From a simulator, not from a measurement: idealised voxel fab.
process module | voxel gate over fins
Section shown: cut. Width: 235 nm. Cell size: 5 nm, square.
A cross-section is written here as square cells arranged in a grid, and it is given in bands from the top down, each band taking up one or more rows of cells.
The band entry comprises the height of the band's top followed by the height of its bottom, expressed in nm, and subsequently the band's materials from left to right, each stated together with its width in nm. Where a single material is marked with the word "full width", that material fills the band from edge to edge. The word "empty" represents empty space.
Height 0 is the level under which the wafer as received is all one material. The lowest band goes on downwards, as in "from 0 down".
It should be noted that a width expressed as "30..40" varies in equal increments from row to row of cells within the band, taking the value of the first number at the top row and that of the second number at the bottom row.
"nothing different" means the step left every cell of the cross-section as it was.
For the entry "Enclosed cavities", the listed items are empty spaces with no open way to the top whose size is 8 cells or more; each item follows the pattern width x height at distance, where distance is from the left edge and all three are in nm.
Anything after a step's settings on that line? It's the simulator's own note about the step.
Among the settings permitted on a step's line is "overlay nm"; applied to a step with a mask, it specifies the extent to which the mask lay to the right of its planned position, whereas a negative figure signifies a position to the left.

### Set out below are the planned steps of the process
- 1: RECEIVE [material Si]
- 2: CONFORMAL_DEP [material SiN] [thk nm 10]
- 3: MASKED_ETCH [tone cover] [mask id FINS] [width nm 15] [pitch nm 50] [etch materials SiN] [depth nm 10] [overlay nm 0]
- 4: MASKED_ETCH [tone cover] [mask id FINS] [width nm 15] [pitch nm 50] [etch materials Si] [depth nm 30] [overlay nm 0]
- 5: OXIDIZE [depth nm 5]
- 6: FILL_DEP [material SiO2] [thk nm 10]
- 7: CMP [height nm 10]
- 8: PATTERN [tone open] [mask id RAIL] [material resist] [width nm 15] [thk nm 15] [overlay nm 0]
- 9: DIRECTIONAL_ETCH [etch materials SiO2] [depth nm 35]
- 10: STRIP [etch materials resist]
- 11: CONFORMAL_DEP [material TiN] [thk nm 5]
- 12: FILL_DEP [material W] [thk nm 5]
- 13: CMP [height nm 10]
- 14: SELECTIVE_ETCH [etch materials W Ru TiN] [depth nm 30]
- 15: FILL_DEP [material SiO2] [thk nm 5]
- 16: CMP [height nm 10]
- 17: SELECTIVE_ETCH [etch materials SiO2] [depth nm 20]
- 18: STRIP [etch materials SiN]
- 19: CONFORMAL_DEP [material HfO2] [thk nm 5]
- 20: CONFORMAL_DEP [material TiN] [thk nm 5]
- 21: CONFORMAL_DEP [material TiAl] [thk nm 5]
- 22: CONFORMAL_DEP [material TiN] [thk nm 5]
- 23: FILL_DEP [material W] [thk nm 10]
- 24: CMP [height nm 25]
- 25: CONFORMAL_DEP [material SiN] [thk nm 5]

### Concerning the first of two wafers, which was run in accordance with the plan

### Cross-section of the wafer at receipt, which is the condition after step 1
  from 0 down: Si full width
  Enclosed cavities: none

### Take a look at the wafer's cross-section after step 2
  from 10 to 0: SiN full width
  Under the height 0 nothing was changed.

### Take a look at the wafer's cross-section after step 3
  from 10 to 0: 35 of empty | 15 of SiN | 35 of empty | 15 of SiN | 35 of empty | 15 of SiN | 35 of empty | 15 of SiN | 35 of empty
  Under the height 0 nothing was changed.

### Take a look at the wafer's cross-section after step 4
  from 10 to 0: 35 of empty | 15 of SiN | 35 of empty | 15 of SiN | 35 of empty | 15 of SiN | 35 of empty | 15 of SiN | 35 of empty
  from 0 to -30: 35 of empty | 15 of Si | 35 of empty | 15 of Si | 35 of empty | 15 of Si | 35 of empty | 15 of Si | 35 of empty
  Under the height -30 nothing was changed.

### Take a look at the wafer's cross-section after step 5
  from 10 to 0: 35 of empty | 15 of SiN | 35 of empty | 15 of SiN | 35 of empty | 15 of SiN | 35 of empty | 15 of SiN | 35 of empty
  from 0 to -30: 35 of empty | 5 of SiO2 | 5 of Si | 5 of SiO2 | 35 of empty | 5 of SiO2 | 5 of Si | 5 of SiO2 | 35 of empty | 5 of SiO2 | 5 of Si | 5 of SiO2 | 35 of empty | 5 of SiO2 | 5 of Si | 5 of SiO2 | 35 of empty
  from -30 to -35: 40 of SiO2 | 5 of Si | 45 of SiO2 | 5 of Si | 45 of SiO2 | 5 of Si | 45 of SiO2 | 5 of Si | 40 of SiO2
  Under the height -35 nothing was changed.

### Take a look at the wafer's cross-section after step 6
  from 20 to 10: SiO2 full width
  from 10 to 0: 35 of SiO2 | 15 of SiN | 35 of SiO2 | 15 of SiN | 35 of SiO2 | 15 of SiN | 35 of SiO2 | 15 of SiN | 35 of SiO2
  from 0 to -35: 40 of SiO2 | 5 of Si | 45 of SiO2 | 5 of Si | 45 of SiO2 | 5 of Si | 45 of SiO2 | 5 of Si | 40 of SiO2
  Under the height -35 nothing was changed.

### Take a look at the wafer's cross-section after step 7
  from 10 to 0: 35 of SiO2 | 15 of SiN | 35 of SiO2 | 15 of SiN | 35 of SiO2 | 15 of SiN | 35 of SiO2 | 15 of SiN | 35 of SiO2
  Under the height 0 nothing was changed.

### Take a look at the wafer's cross-section after step 8
  from 25 to 10: 60 of resist | 15 of empty | 160 of resist
  Under the height 10 nothing was changed.

### Take a look at the wafer's cross-section after step 9
  from 25 to 10: 60 of resist | 15 of empty | 160 of resist
  from 10 to 0: 35 of SiO2 | 15 of SiN | 10 of SiO2 | 15 of empty | 10 of SiO2 | 15 of SiN | 35 of SiO2 | 15 of SiN | 35 of SiO2 | 15 of SiN | 35 of SiO2
  from 0 to -25: 40 of SiO2 | 5 of Si | 15 of SiO2 | 15 of empty | 15 of SiO2 | 5 of Si | 45 of SiO2 | 5 of Si | 45 of SiO2 | 5 of Si | 40 of SiO2
  Under the height -25 nothing was changed.

### Take a look at the wafer's cross-section after step 10
  from 10 to 0: 35 of SiO2 | 15 of SiN | 10 of SiO2 | 15 of empty | 10 of SiO2 | 15 of SiN | 35 of SiO2 | 15 of SiN | 35 of SiO2 | 15 of SiN | 35 of SiO2
  Under the height 0 nothing was changed.

### Take a look at the wafer's cross-section after step 11
  from 15 to 10: 65 of TiN | 5 of empty | 165 of TiN
  from 10 to 0: 35 of SiO2 | 15 of SiN | 10 of SiO2 | 5 of TiN | 5 of empty | 5 of TiN | 10 of SiO2 | 15 of SiN | 35 of SiO2 | 15 of SiN | 35 of SiO2 | 15 of SiN | 35 of SiO2
  from 0 to -20: 40 of SiO2 | 5 of Si | 15 of SiO2 | 5 of TiN | 5 of empty | 5 of TiN | 15 of SiO2 | 5 of Si | 45 of SiO2 | 5 of Si | 45 of SiO2 | 5 of Si | 40 of SiO2
  from -20 to -25: 40 of SiO2 | 5 of Si | 15 of SiO2 | 15 of TiN | 15 of SiO2 | 5 of Si | 45 of SiO2 | 5 of Si | 45 of SiO2 | 5 of Si | 40 of SiO2
  Under the height -25 nothing was changed.

### Take a look at the wafer's cross-section after step 12
  from 20 to 15: W full width
  from 15 to 10: 65 of TiN | 5 of W | 165 of TiN
  from 10 to 0: 35 of SiO2 | 15 of SiN | 10 of SiO2 | 5 of TiN | 5 of W | 5 of TiN | 10 of SiO2 | 15 of SiN | 35 of SiO2 | 15 of SiN | 35 of SiO2 | 15 of SiN | 35 of SiO2
  from 0 to -20: 40 of SiO2 | 5 of Si | 15 of SiO2 | 5 of TiN | 5 of W | 5 of TiN | 15 of SiO2 | 5 of Si | 45 of SiO2 | 5 of Si | 45 of SiO2 | 5 of Si | 40 of SiO2
  Under the height -20 nothing was changed.

### Take a look at the wafer's cross-section after step 13
  from 10 to 0: 35 of SiO2 | 15 of SiN | 10 of SiO2 | 5 of TiN | 5 of W | 5 of TiN | 10 of SiO2 | 15 of SiN | 35 of SiO2 | 15 of SiN | 35 of SiO2 | 15 of SiN | 35 of SiO2
  Under the height 0 nothing was changed.

### Take a look at the wafer's cross-section after step 14
  from 10 to 0: 35 of SiO2 | 15 of SiN | 10 of SiO2 | 15 of empty | 10 of SiO2 | 15 of SiN | 35 of SiO2 | 15 of SiN | 35 of SiO2 | 15 of SiN | 35 of SiO2
  from 0 to -20: 40 of SiO2 | 5 of Si | 15 of SiO2 | 15 of empty | 15 of SiO2 | 5 of Si | 45 of SiO2 | 5 of Si | 45 of SiO2 | 5 of Si | 40 of SiO2
  Under the height -20 nothing was changed.

### Take a look at the wafer's cross-section after step 15
  from 15 to 10: SiO2 full width
  from 10 to 0: 35 of SiO2 | 15 of SiN | 35 of SiO2 | 15 of SiN | 35 of SiO2 | 15 of SiN | 35 of SiO2 | 15 of SiN | 35 of SiO2
  from 0 to -20: 40 of SiO2 | 5 of Si | 45 of SiO2 | 5 of Si | 45 of SiO2 | 5 of Si | 45 of SiO2 | 5 of Si | 40 of SiO2
  Under the height -20 nothing was changed.

### Take a look at the wafer's cross-section after step 16
  from 10 to 0: 35 of SiO2 | 15 of SiN | 35 of SiO2 | 15 of SiN | 35 of SiO2 | 15 of SiN | 35 of SiO2 | 15 of SiN | 35 of SiO2
  Under the height 0 nothing was changed.

### Take a look at the wafer's cross-section after step 17
  from 10 to 0: 35 of empty | 15 of SiN | 35 of empty | 15 of SiN | 35 of empty | 15 of SiN | 35 of empty | 15 of SiN | 35 of empty
  from 0 to -10: 40 of empty | 5 of Si | 45 of empty | 5 of Si | 45 of empty | 5 of Si | 45 of empty | 5 of Si | 40 of empty
  Under the height -10 nothing was changed.

### Take a look at the wafer's cross-section after step 18
  from 0 to -10: 40 of empty | 5 of Si | 45 of empty | 5 of Si | 45 of empty | 5 of Si | 45 of empty | 5 of Si | 40 of empty
  Under the height -10 nothing was changed.

### Take a look at the wafer's cross-section after step 19
  from 5 to 0: 35 of empty | 15 of HfO2 | 35 of empty | 15 of HfO2 | 35 of empty | 15 of HfO2 | 35 of empty | 15 of HfO2 | 35 of empty
  from 0 to -5: 35 of empty | 5 of HfO2 | 5 of Si | 5 of HfO2 | 35 of empty | 5 of HfO2 | 5 of Si | 5 of HfO2 | 35 of empty | 5 of HfO2 | 5 of Si | 5 of HfO2 | 35 of empty | 5 of HfO2 | 5 of Si | 5 of HfO2 | 35 of empty
  from -5 to -10: 40 of HfO2 | 5 of Si | 45 of HfO2 | 5 of Si | 45 of HfO2 | 5 of Si | 45 of HfO2 | 5 of Si | 40 of HfO2
  Under the height -10 nothing was changed.

### Take a look at the wafer's cross-section after step 20
  from 10 to 5: 30 of empty | 25 of TiN | 25 of empty | 25 of TiN | 25 of empty | 25 of TiN | 25 of empty | 25 of TiN | 30 of empty
  from 5 to 0: 30 of empty | 5 of TiN | 15 of HfO2 | 5 of TiN | 25 of empty | 5 of TiN | 15 of HfO2 | 5 of TiN | 25 of empty | 5 of TiN | 15 of HfO2 | 5 of TiN | 25 of empty | 5 of TiN | 15 of HfO2 | 5 of TiN | 30 of empty
  from 0 to -5: 35 of TiN | 5 of HfO2 | 5 of Si | 5 of HfO2 | 35 of TiN | 5 of HfO2 | 5 of Si | 5 of HfO2 | 35 of TiN | 5 of HfO2 | 5 of Si | 5 of HfO2 | 35 of TiN | 5 of HfO2 | 5 of Si | 5 of HfO2 | 35 of TiN
  Under the height -5 nothing was changed.

### Take a look at the wafer's cross-section after step 21
  from 15 to 10: 25 of empty | 35 of TiAl | 15 of empty | 35 of TiAl | 15 of empty | 35 of TiAl | 15 of empty | 35 of TiAl | 25 of empty
  from 10 to 5: 25 of empty | 5 of TiAl | 25 of TiN | 5 of TiAl | 15 of empty | 5 of TiAl | 25 of TiN | 5 of TiAl | 15 of empty | 5 of TiAl | 25 of TiN | 5 of TiAl | 15 of empty | 5 of TiAl | 25 of TiN | 5 of TiAl | 25 of empty
  from 5 to 0: 30 of TiAl | 5 of TiN | 15 of HfO2 | 5 of TiN | 25 of TiAl | 5 of TiN | 15 of HfO2 | 5 of TiN | 25 of TiAl | 5 of TiN | 15 of HfO2 | 5 of TiN | 25 of TiAl | 5 of TiN | 15 of HfO2 | 5 of TiN | 30 of TiAl
  Under the height 0 nothing was changed.

### Take a look at the wafer's cross-section after step 22
  from 20 to 15: 20 of empty | 45 of TiN | 5 of empty | 45 of TiN | 5 of empty | 45 of TiN | 5 of empty | 45 of TiN | 20 of empty
  from 15 to 10: 20 of empty | 5 of TiN | 35 of TiAl | 5 of TiN | 5 of empty | 5 of TiN | 35 of TiAl | 5 of TiN | 5 of empty | 5 of TiN | 35 of TiAl | 5 of TiN | 5 of empty | 5 of TiN | 35 of TiAl | 5 of TiN | 20 of empty
  from 10 to 5: 25 of TiN | 5 of TiAl | 25 of TiN | 5 of TiAl | 15 of TiN | 5 of TiAl | 25 of TiN | 5 of TiAl | 15 of TiN | 5 of TiAl | 25 of TiN | 5 of TiAl | 15 of TiN | 5 of TiAl | 25 of TiN | 5 of TiAl | 25 of TiN
  Under the height 5 nothing was changed.

### Take a look at the wafer's cross-section after step 23
  from 30 to 20: W full width
  from 20 to 15: 20 of W | 45 of TiN | 5 of W | 45 of TiN | 5 of W | 45 of TiN | 5 of W | 45 of TiN | 20 of W
  from 15 to 10: 20 of W | 5 of TiN | 35 of TiAl | 5 of TiN | 5 of W | 5 of TiN | 35 of TiAl | 5 of TiN | 5 of W | 5 of TiN | 35 of TiAl | 5 of TiN | 5 of W | 5 of TiN | 35 of TiAl | 5 of TiN | 20 of W
  Under the height 10 nothing was changed.

### Take a look at the wafer's cross-section after step 24
  from 25 to 20: W full width
  Under the height 20 nothing was changed.

### Take a look at the wafer's cross-section after step 25
  from 30 to 25: SiN full width
  Under the height 25 nothing was changed.

### Okay, second wafer. Nothing different at the start, nothing different in the plan, just one mistake somewhere in the running. As far as step 10, counting that step, it's the first wafer all over again

### when step 11 should have ended
  from 15 to 10: 65 of TiAl | 5 of empty | 165 of TiAl
  from 10 to 0: 35 of SiO2 | 15 of SiN | 10 of SiO2 | 5 of TiAl | 5 of empty | 5 of TiAl | 10 of SiO2 | 15 of SiN | 35 of SiO2 | 15 of SiN | 35 of SiO2 | 15 of SiN | 35 of SiO2
  from 0 to -20: 40 of SiO2 | 5 of Si | 15 of SiO2 | 5 of TiAl | 5 of empty | 5 of TiAl | 15 of SiO2 | 5 of Si | 45 of SiO2 | 5 of Si | 45 of SiO2 | 5 of Si | 40 of SiO2
  from -20 to -25: 40 of SiO2 | 5 of Si | 15 of SiO2 | 15 of TiAl | 15 of SiO2 | 5 of Si | 45 of SiO2 | 5 of Si | 45 of SiO2 | 5 of Si | 40 of SiO2
  Under the height -25 nothing was changed.

### when step 12 should have ended
  from 20 to 15: W full width
  from 15 to 10: 65 of TiAl | 5 of W | 165 of TiAl
  from 10 to 0: 35 of SiO2 | 15 of SiN | 10 of SiO2 | 5 of TiAl | 5 of W | 5 of TiAl | 10 of SiO2 | 15 of SiN | 35 of SiO2 | 15 of SiN | 35 of SiO2 | 15 of SiN | 35 of SiO2
  from 0 to -20: 40 of SiO2 | 5 of Si | 15 of SiO2 | 5 of TiAl | 5 of W | 5 of TiAl | 15 of SiO2 | 5 of Si | 45 of SiO2 | 5 of Si | 45 of SiO2 | 5 of Si | 40 of SiO2
  Under the height -20 nothing was changed.

### when step 13 should have ended
  from 10 to 0: 35 of SiO2 | 15 of SiN | 10 of SiO2 | 5 of TiAl | 5 of W | 5 of TiAl | 10 of SiO2 | 15 of SiN | 35 of SiO2 | 15 of SiN | 35 of SiO2 | 15 of SiN | 35 of SiO2
  Under the height 0 nothing was changed.

### when step 14 should have ended
  from 10 to 0: 35 of SiO2 | 15 of SiN | 10 of SiO2 | 5 of TiAl | 5 of empty | 5 of TiAl | 10 of SiO2 | 15 of SiN | 35 of SiO2 | 15 of SiN | 35 of SiO2 | 15 of SiN | 35 of SiO2
  from 0 to -20: 40 of SiO2 | 5 of Si | 15 of SiO2 | 5 of TiAl | 5 of empty | 5 of TiAl | 15 of SiO2 | 5 of Si | 45 of SiO2 | 5 of Si | 45 of SiO2 | 5 of Si | 40 of SiO2
  Under the height -20 nothing was changed.

### when step 15 should have ended
  from 15 to 10: SiO2 full width
  from 10 to 0: 35 of SiO2 | 15 of SiN | 10 of SiO2 | 5 of TiAl | 5 of SiO2 | 5 of TiAl | 10 of SiO2 | 15 of SiN | 35 of SiO2 | 15 of SiN | 35 of SiO2 | 15 of SiN | 35 of SiO2
  from 0 to -20: 40 of SiO2 | 5 of Si | 15 of SiO2 | 5 of TiAl | 5 of SiO2 | 5 of TiAl | 15 of SiO2 | 5 of Si | 45 of SiO2 | 5 of Si | 45 of SiO2 | 5 of Si | 40 of SiO2
  Under the height -20 nothing was changed.

### when step 16 should have ended
  from 10 to 0: 35 of SiO2 | 15 of SiN | 10 of SiO2 | 5 of TiAl | 5 of SiO2 | 5 of TiAl | 10 of SiO2 | 15 of SiN | 35 of SiO2 | 15 of SiN | 35 of SiO2 | 15 of SiN | 35 of SiO2
  Under the height 0 nothing was changed.

### when step 17 should have ended
  from 10 to 0: 35 of empty | 15 of SiN | 10 of empty | 5 of TiAl | 5 of empty | 5 of TiAl | 10 of empty | 15 of SiN | 35 of empty | 15 of SiN | 35 of empty | 15 of SiN | 35 of empty
  from 0 to -10: 40 of empty | 5 of Si | 15 of empty | 5 of TiAl | 5 of empty | 5 of TiAl | 15 of empty | 5 of Si | 45 of empty | 5 of Si | 45 of empty | 5 of Si | 40 of empty
  Under the height -10 nothing was changed.

### when step 18 should have ended
  from 10 to 0: 60 of empty | 5 of TiAl | 5 of empty | 5 of TiAl | 160 of empty
  Under the height 0 nothing was changed.

### when step 19 should have ended
  from 15 to 10: 55 of empty | 25 of HfO2 | 155 of empty
  from 10 to 5: 55 of empty | 5 of HfO2 | 5 of TiAl | 5 of HfO2 | 5 of TiAl | 5 of HfO2 | 155 of empty
  from 5 to 0: 35 of empty | 15 of HfO2 | 5 of empty | 5 of HfO2 | 5 of TiAl | 5 of HfO2 | 5 of TiAl | 5 of HfO2 | 5 of empty | 15 of HfO2 | 35 of empty | 15 of HfO2 | 35 of empty | 15 of HfO2 | 35 of empty
  from 0 to -5: 35 of empty | 5 of HfO2 | 5 of Si | 5 of HfO2 | 5 of empty | 5 of HfO2 | 5 of TiAl | 5 of HfO2 | 5 of TiAl | 5 of HfO2 | 5 of empty | 5 of HfO2 | 5 of Si | 5 of HfO2 | 35 of empty | 5 of HfO2 | 5 of Si | 5 of HfO2 | 35 of empty | 5 of HfO2 | 5 of Si | 5 of HfO2 | 35 of empty
  from -5 to -10: 40 of HfO2 | 5 of Si | 15 of HfO2 | 5 of TiAl | 5 of HfO2 | 5 of TiAl | 15 of HfO2 | 5 of Si | 45 of HfO2 | 5 of Si | 45 of HfO2 | 5 of Si | 40 of HfO2
  Under the height -10 nothing was changed.

### when step 20 should have ended
  from 20 to 15: 50 of empty | 35 of TiN | 150 of empty
  from 15 to 10: 50 of empty | 5 of TiN | 25 of HfO2 | 5 of TiN | 150 of empty
  from 10 to 5: 30 of empty | 25 of TiN | 5 of HfO2 | 5 of TiAl | 5 of HfO2 | 5 of TiAl | 5 of HfO2 | 25 of TiN | 25 of empty | 25 of TiN | 25 of empty | 25 of TiN | 30 of empty
  from 5 to 0: 30 of empty | 5 of TiN | 15 of HfO2 | 5 of TiN | 5 of HfO2 | 5 of TiAl | 5 of HfO2 | 5 of TiAl | 5 of HfO2 | 5 of TiN | 15 of HfO2 | 5 of TiN | 25 of empty | 5 of TiN | 15 of HfO2 | 5 of TiN | 25 of empty | 5 of TiN | 15 of HfO2 | 5 of TiN | 30 of empty
  from 0 to -5: 35 of TiN | 5 of HfO2 | 5 of Si | 5 of HfO2 | 5 of TiN | 5 of HfO2 | 5 of TiAl | 5 of HfO2 | 5 of TiAl | 5 of HfO2 | 5 of TiN | 5 of HfO2 | 5 of Si | 5 of HfO2 | 35 of TiN | 5 of HfO2 | 5 of Si | 5 of HfO2 | 35 of TiN | 5 of HfO2 | 5 of Si | 5 of HfO2 | 35 of TiN
  Under the height -5 nothing was changed.

### when step 21 should have ended
  from 25 to 20: 45 of empty | 45 of TiAl | 145 of empty
  from 20 to 15: 45 of empty | 5 of TiAl | 35 of TiN | 5 of TiAl | 145 of empty
  from 15 to 10: 25 of empty | 25 of TiAl | 5 of TiN | 25 of HfO2 | 5 of TiN | 25 of TiAl | 15 of empty | 35 of TiAl | 15 of empty | 35 of TiAl | 25 of empty
  from 10 to 5: 25 of empty | 5 of TiAl | 25 of TiN | 5 of HfO2 | 5 of TiAl | 5 of HfO2 | 5 of TiAl | 5 of HfO2 | 25 of TiN | 5 of TiAl | 15 of empty | 5 of TiAl | 25 of TiN | 5 of TiAl | 15 of empty | 5 of TiAl | 25 of TiN | 5 of TiAl | 25 of empty
  from 5 to 0: 30 of TiAl | 5 of TiN | 15 of HfO2 | 5 of TiN | 5 of HfO2 | 5 of TiAl | 5 of HfO2 | 5 of TiAl | 5 of HfO2 | 5 of TiN | 15 of HfO2 | 5 of TiN | 25 of TiAl | 5 of TiN | 15 of HfO2 | 5 of TiN | 25 of TiAl | 5 of TiN | 15 of HfO2 | 5 of TiN | 30 of TiAl
  Under the height 0 nothing was changed.

### when step 22 should have ended
  from 30 to 25: 40 of empty | 55 of TiN | 140 of empty
  from 25 to 20: 40 of empty | 5 of TiN | 45 of TiAl | 5 of TiN | 140 of empty
  from 20 to 15: 20 of empty | 25 of TiN | 5 of TiAl | 35 of TiN | 5 of TiAl | 25 of TiN | 5 of empty | 45 of TiN | 5 of empty | 45 of TiN | 20 of empty
  from 15 to 10: 20 of empty | 5 of TiN | 25 of TiAl | 5 of TiN | 25 of HfO2 | 5 of TiN | 25 of TiAl | 5 of TiN | 5 of empty | 5 of TiN | 35 of TiAl | 5 of TiN | 5 of empty | 5 of TiN | 35 of TiAl | 5 of TiN | 20 of empty
  from 10 to 5: 25 of TiN | 5 of TiAl | 25 of TiN | 5 of HfO2 | 5 of TiAl | 5 of HfO2 | 5 of TiAl | 5 of HfO2 | 25 of TiN | 5 of TiAl | 15 of TiN | 5 of TiAl | 25 of TiN | 5 of TiAl | 15 of TiN | 5 of TiAl | 25 of TiN | 5 of TiAl | 25 of TiN
  Under the height 5 nothing was changed.

### when step 23 should have ended
  from 40 to 30: W full width
  from 30 to 25: 40 of W | 55 of TiN | 140 of W
  from 25 to 20: 40 of W | 5 of TiN | 45 of TiAl | 5 of TiN | 140 of W
  from 20 to 15: 20 of W | 25 of TiN | 5 of TiAl | 35 of TiN | 5 of TiAl | 25 of TiN | 5 of W | 45 of TiN | 5 of W | 45 of TiN | 20 of W
  from 15 to 10: 20 of W | 5 of TiN | 25 of TiAl | 5 of TiN | 25 of HfO2 | 5 of TiN | 25 of TiAl | 5 of TiN | 5 of W | 5 of TiN | 35 of TiAl | 5 of TiN | 5 of W | 5 of TiN | 35 of TiAl | 5 of TiN | 20 of W
  Under the height 10 nothing was changed.

### when step 24 should have ended
  from 25 to 20: 40 of W | 5 of TiN | 45 of TiAl | 5 of TiN | 140 of W
  Under the height 20 nothing was changed.

### when step 25 should have ended
  from 30 to 25: SiN full width
  Under the height 25 nothing was changed.
The plan and the run diverged here: contrary to plan, step 11 was performed as CONFORMAL_DEP [material TiAl] [thk nm 5]
Per the end-of-run cell counts, the second wafer holds more or fewer of some materials than the first: HfO2: 12 more; SiO2: 4 fewer; TiAl: 15 more; TiN: 10 fewer; W: 13 fewer
